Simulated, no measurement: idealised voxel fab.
The name of this process module is voxel plated lines.
Square cell edge 5 nm, section width 215 nm, ID cut.
How to read a cross-section here: the picture is a grid of square cells, written as bands going from the top down, and any band can span one or more rows of cells.
Read a band's entry like this: the first values are the height of its top and the height of its bottom in nm, and what follows is the sequence of materials from left to right, each with its width in nm. Note that "air" is empty space, and that a single material marked "all across" reaches across the band from edge to edge.
The reference from which all heights are counted is 0, the level beneath which the as-received wafer is entirely one material; the lowest band, having no lower bound, proceeds downward and is written after the example "0 and below".
Graded width ("30 to 40"): value in top row of band = first number; value in bottom row = second number; row-to-row change constant.
Any step labelled "all unchanged" changed none of the cells in the cross-section.
The list in "Enclosed void list" covers empty spaces of 8 cells or more that cannot reach the top through any open way, and it gives each as width x height at distance; the distance is from the left edge, and width, height and distance are in nm.
Note: text after step settings on the step line = simulator remark on that step.
overlay nm: for a step with a mask, the amount by which the mask lay right of where it was planned; a negative amount means left of it.
THE STEPS PLANNED FOR THE PROCESS ARE AS FOLLOWS
1 op RECEIVE | material Si
2 op CONFORMAL_DEP | material SiN | thk nm 5
3 op DIRECTIONAL_DEP | material TiN | thk nm 5
4 op PATTERN | tone open | mask id LINES | material resist | width nm 25 | pitch nm 55 | thk nm 30 | overlay nm 0
5 op EPI | material Ru | thk nm 5
6 op EPI | material Ru | thk nm 5
7 op STRIP | etch materials resist
8 op DIRECTIONAL_ETCH | etch materials TiN | depth nm 5
9 op CONFORMAL_DEP | material SiO2 | thk nm 5
Every wafer here starts from the same state; it is the step 2 thk nm that distinguishes them, and the value the plan gives belongs to the first wafer.
CROSS-SECTION OF THE FIRST INCOMING WAFER OF SEVERAL, STATE AFTER STEP 1
- 0 and below = Si all across
- Enclosed void list: none
EACH WAFER AT THE END: CELLS OF EACH MATERIAL GAINED (+) OR LOST (-) SINCE IT WAS RECEIVED, THEN ITS CLOSED VOIDS
thk nm 5 | +30 Ru | +43 SiN | +61 SiO2 | +15 TiN | Enclosed void list: none
thk nm 10 | +30 Ru | +86 SiN | +61 SiO2 | +15 TiN | Enclosed void list: none
thk nm 15 | +30 Ru | +129 SiN | +61 SiO2 | +15 TiN | Enclosed void list: none
thk nm 20 | +30 Ru | +172 SiN | +61 SiO2 | +15 TiN | Enclosed void list: none
thk nm 25 | +30 Ru | +215 SiN | +61 SiO2 | +15 TiN | Enclosed void list: none
thk nm 30 | +30 Ru | +258 SiN | +61 SiO2 | +15 TiN | Enclosed void list: none
